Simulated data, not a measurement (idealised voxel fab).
The process module that follows is named voxel self aligned contacts.
Xsec cut, 250 nm wide, square cell size 5 nm.
The cross-sections in this document take the form of a grid made of square cells. They are written out as bands, in order from top to bottom. Each band consists of one or more rows of cells.
Heights first: top, then bottom, in nm. Then materials, left to right, each with a width in nm. "all across" on a single material: fills the band edge to edge. "empty": empty space.
For the purposes of this specification, 0 denotes the height below which the wafer in its as-received condition is composed wholly of one material, and the lowermost band, lacking a lower limit, extends downward without end, as expressed in "0..down".
It should be noted that a width expressed as "30 to 40" varies in equal increments from row to row of cells within the band, taking the value of the first number at the top row and that of the second number at the bottom row.
What does "all unchanged" mean for a step? It means no cell of the cross-section changed in that step.
Entry "Voids lacking openings" = empty spaces >= 8 cells with no open way to the top; each as width x height at distance, distance from left edge, all nm.
Past the settings on a step's line: simulator remark, on that step.
Each step line may optionally specify "overlay nm", which for a step with a mask gives the rightward distance between the mask's planned place and where it lay, a negative value indicating the leftward direction.
[Steps planned for the process]
1) RECEIVE with material Si
2) OXIDIZE with depth nm 5
3) DIRECTIONAL_DEP with material polySi, thk nm 30
4) DIRECTIONAL_DEP with material SiN, thk nm 15
5) DIRECTIONAL_DEP with material aC, thk nm 10
6) PATTERN with tone cover, mask id GATE, material resist, width nm 30, pitch nm 55, thk nm 25, overlay nm 0
7) DIRECTIONAL_ETCH with etch materials aC, depth nm 10
8) STRIP with etch materials resist
9) DIRECTIONAL_ETCH with etch materials SiN, depth nm 15
10) DIRECTIONAL_ETCH with etch materials polySi, depth nm 30
11) STRIP with etch materials aC
12) CONFORMAL_DEP with material SiN, thk nm 5
13) DIRECTIONAL_ETCH with etch materials SiN, depth nm 5
14) FILL_DEP with material SiO2, thk nm 15
15) CMP with height nm 55
16) DIRECTIONAL_DEP with material aC, thk nm 10
17) PATTERN with tone open, mask id CONTACT, material resist, width nm 35, pitch nm 55, thk nm 25, overlay nm 0
18) DIRECTIONAL_ETCH with etch materials aC, depth nm 10
19) STRIP with etch materials resist
20) DIRECTIONAL_ETCH with etch materials SiO2, depth nm 60
21) STRIP with etch materials aC
22) CONFORMAL_DEP with material TiN, thk nm 5
23) FILL_DEP with material W, thk nm 10
24) CMP with height nm 55
25) CONFORMAL_DEP with material SiCN, thk nm 5
[As received (post step 1): cross-section]
* 0..down | Si all across
* Voids lacking openings: none
[End state of the module in cross-section, given the above starting point and plan and one mistake in execution]
* 60..55 | SiCN all across
* 55..35 | SiO2 (50) | SiN (5) | polySi (30) | SiN (5) | TiN (5) | W (5) | TiN (5) | SiN (5) | polySi (30) | SiN (5) | TiN (5) | W (5) | TiN (5) | SiN (5) | polySi (30) | SiN (5) | SiO2 (50)
* 35..30 | SiO2 (50) | SiN (5) | polySi (30) | SiN (5) | TiN (15) | SiN (5) | polySi (30) | SiN (5) | TiN (15) | SiN (5) | polySi (30) | SiN (5) | SiO2 (50)
* 30..0 | polySi all across
* 0..-5 | SiO2 all across
* -5..down | Si all across
* Voids lacking openings: none
Deviation from plan: regarding the plan, step 3 was run twice
